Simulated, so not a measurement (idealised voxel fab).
The process module presented herein is designated voxel wiring stack.
Each square cell in cross-section cut measures 5 nm, and the section as a whole is 240 nm wide.
In this document a cross-section is written as a grid of square cells. It is given as a series of bands, listed from the top down, and a band is one or more rows of cells.
Per band: top height and bottom height in nm, followed by the left-to-right materials and their widths in nm; "edge to edge" marks a single material spanning edge to edge, "air" marks empty space.
Zero point of the height axis is 0; under it, received wafer = one material. Lowest band: continues down indefinitely, "0 and below".
Per-row width for "30..40": begins at first number (top row of band), ends at second number (bottom row), increment between rows held constant.
Step note "no alteration" = no cross-section cell changed.
"Closed empty spaces" - sealed voids, min. 8 cells, no opening to top; format: width x height at distance (distance from left edge; nm throughout).
after a step's settings: what the simulator itself notes on the step
overlay nm: where the mask lay relative to plan, measured to the right, on steps with a mask; negatives go left.
**The steps planned for the process are as follows**
1,RECEIVE: material Si
2,CONFORMAL_DEP: material SiO2, thk nm 15
3,CONFORMAL_DEP: material SiCN, thk nm 5
4,DIRECTIONAL_DEP: material lowk, thk nm 20
5,PATTERN: tone open, mask id METAL_1, material resist, width nm 20, pitch nm 45, thk nm 15, overlay nm 0
6,DIRECTIONAL_ETCH: etch materials lowk, depth nm 20
7,DIRECTIONAL_ETCH: etch materials SiCN, depth nm 5
8,STRIP: etch materials resist
9,CONFORMAL_DEP: material TiN, thk nm 5
10,FILL_DEP: material Cu, thk nm 10
11,CMP: height nm 40
12,EPI: material Ru, thk nm 5
13,FILL_DEP: material SiCN, thk nm 5
14,DIRECTIONAL_DEP: material SiO2, thk nm 25
15,MASKED_ETCH: tone open, mask id METAL_2, width nm 20, pitch nm 45, etch materials SiO2, depth nm 15, overlay nm 0
16,PATTERN: tone open, mask id METAL_2_HOLES, material resist, width nm 15, pitch nm 45, thk nm 20, overlay nm 0
17,DIRECTIONAL_ETCH: etch materials SiO2, depth nm 10
18,DIRECTIONAL_ETCH: etch materials SiCN, depth nm 5
19,STRIP: etch materials resist
20,CONFORMAL_DEP: material TiN, thk nm 5
21,FILL_DEP: material Cu, thk nm 10
22,CMP: height nm 75
23,CONFORMAL_DEP: material SiCN, thk nm 5
24,DIRECTIONAL_DEP: material SiO2, thk nm 30
25,PATTERN: tone open, mask id METAL_3, material resist, width nm 20, pitch nm 45, thk nm 20, overlay nm 0
26,DIRECTIONAL_ETCH: etch materials SiO2, depth nm 20
27,STRIP: etch materials resist
28,MASKED_ETCH: tone open, mask id METAL_3_HOLES, width nm 15, pitch nm 45, etch materials SiO2, depth nm 10, overlay nm 0
29,MASKED_ETCH: tone open, mask id METAL_3_HOLES, width nm 15, pitch nm 45, etch materials SiCN, depth nm 5, overlay nm 0
30,CONFORMAL_DEP: material TiN, thk nm 5
31,FILL_DEP: material Cu, thk nm 10
32,CMP: height nm 110
33,CONFORMAL_DEP: material SiCN, thk nm 5
**Cross-section of the wafer upon arrival, representing the state reached after step 1**
* 0 and below = Si edge to edge
* Closed empty spaces: none
**Cross-sectional image of the first of two wafers at the end of the module, the run having proceeded as planned**
* 115 down to 110 = SiCN edge to edge
* 110 down to 95 = SiO2=65 / TiN=5 / Cu=10 / TiN=5 / SiO2=25 / TiN=5 / Cu=10 / TiN=5 / SiO2=25 / TiN=5 / Cu=10 / TiN=5 / SiO2=65
* 95 down to 90 = SiO2=65 / TiN=5 / Cu=5 / TiN=10 / SiO2=25 / TiN=5 / Cu=5 / TiN=10 / SiO2=25 / TiN=5 / Cu=5 / TiN=10 / SiO2=65
* 90 down to 80 = SiO2=65 / TiN=5 / Cu=5 / TiN=5 / SiO2=30 / TiN=5 / Cu=5 / TiN=5 / SiO2=30 / TiN=5 / Cu=5 / TiN=5 / SiO2=70
* 80 down to 75 = SiCN=65 / TiN=15 / SiCN=30 / TiN=15 / SiCN=30 / TiN=15 / SiCN=70
* 75 down to 65 = SiO2=65 / TiN=5 / Cu=10 / TiN=5 / SiO2=25 / TiN=5 / Cu=10 / TiN=5 / SiO2=25 / TiN=5 / Cu=10 / TiN=5 / SiO2=65
* 65 down to 60 = SiO2=65 / TiN=5 / Cu=5 / TiN=10 / SiO2=25 / TiN=5 / Cu=5 / TiN=10 / SiO2=25 / TiN=5 / Cu=5 / TiN=10 / SiO2=65
* 60 down to 50 = SiO2=65 / TiN=5 / Cu=5 / TiN=5 / SiO2=30 / TiN=5 / Cu=5 / TiN=5 / SiO2=30 / TiN=5 / Cu=5 / TiN=5 / SiO2=70
* 50 down to 45 = SiCN=65 / TiN=15 / SiCN=30 / TiN=15 / SiCN=30 / TiN=15 / SiCN=70
* 45 down to 40 = SiCN=60 / Ru=30 / SiCN=15 / Ru=30 / SiCN=15 / Ru=30 / SiCN=60
* 40 down to 20 = lowk=65 / TiN=5 / Cu=10 / TiN=5 / lowk=25 / TiN=5 / Cu=10 / TiN=5 / lowk=25 / TiN=5 / Cu=10 / TiN=5 / lowk=65
* 20 down to 15 = SiCN=65 / TiN=20 / SiCN=25 / TiN=20 / SiCN=25 / TiN=20 / SiCN=65
* 15 down to 0 = SiO2 edge to edge
* 0 and below = Si edge to edge
* Closed empty spaces: none
**This is the second of the two wafers, cross-sectioned at the end of the module; it started exactly like the first and was given the same plan, but it was run with one mistake**
* 130 down to 125 = SiCN edge to edge
* 125 down to 115 = Cu edge to edge
* 115 down to 110 = TiN=70 / Cu=10 / TiN=35 / Cu=10 / TiN=35 / Cu=10 / TiN=70
* 110 down to 95 = SiO2=65 / TiN=5 / Cu=10 / TiN=5 / SiO2=25 / TiN=5 / Cu=10 / TiN=5 / SiO2=25 / TiN=5 / Cu=10 / TiN=5 / SiO2=65
* 95 down to 90 = SiO2=65 / TiN=5 / Cu=5 / TiN=10 / SiO2=25 / TiN=5 / Cu=5 / TiN=10 / SiO2=25 / TiN=5 / Cu=5 / TiN=10 / SiO2=65
* 90 down to 80 = SiO2=65 / TiN=5 / Cu=5 / TiN=5 / SiO2=30 / TiN=5 / Cu=5 / TiN=5 / SiO2=30 / TiN=5 / Cu=5 / TiN=5 / SiO2=70
* 80 down to 75 = SiCN=65 / TiN=15 / SiCN=30 / TiN=15 / SiCN=30 / TiN=15 / SiCN=70
* 75 down to 65 = SiO2=65 / TiN=5 / Cu=10 / TiN=5 / SiO2=25 / TiN=5 / Cu=10 / TiN=5 / SiO2=25 / TiN=5 / Cu=10 / TiN=5 / SiO2=65
* 65 down to 60 = SiO2=65 / TiN=5 / Cu=5 / TiN=10 / SiO2=25 / TiN=5 / Cu=5 / TiN=10 / SiO2=25 / TiN=5 / Cu=5 / TiN=10 / SiO2=65
* 60 down to 50 = SiO2=65 / TiN=5 / Cu=5 / TiN=5 / SiO2=30 / TiN=5 / Cu=5 / TiN=5 / SiO2=30 / TiN=5 / Cu=5 / TiN=5 / SiO2=70
* 50 down to 45 = SiCN=65 / TiN=15 / SiCN=30 / TiN=15 / SiCN=30 / TiN=15 / SiCN=70
* 45 down to 40 = SiCN=60 / Ru=30 / SiCN=15 / Ru=30 / SiCN=15 / Ru=30 / SiCN=60
* 40 down to 20 = lowk=65 / TiN=5 / Cu=10 / TiN=5 / lowk=25 / TiN=5 / Cu=10 / TiN=5 / lowk=25 / TiN=5 / Cu=10 / TiN=5 / lowk=65
* 20 down to 15 = SiCN=65 / TiN=20 / SiCN=25 / TiN=20 / SiCN=25 / TiN=20 / SiCN=65
* 15 down to 0 = SiO2 edge to edge
* 0 and below = Si edge to edge
* Closed empty spaces: none
what went wrong: step 32 of the plan was excluded from execution and never run
Cell-count delta at end, second wafer over first, by material: Cu +102, TiN +42
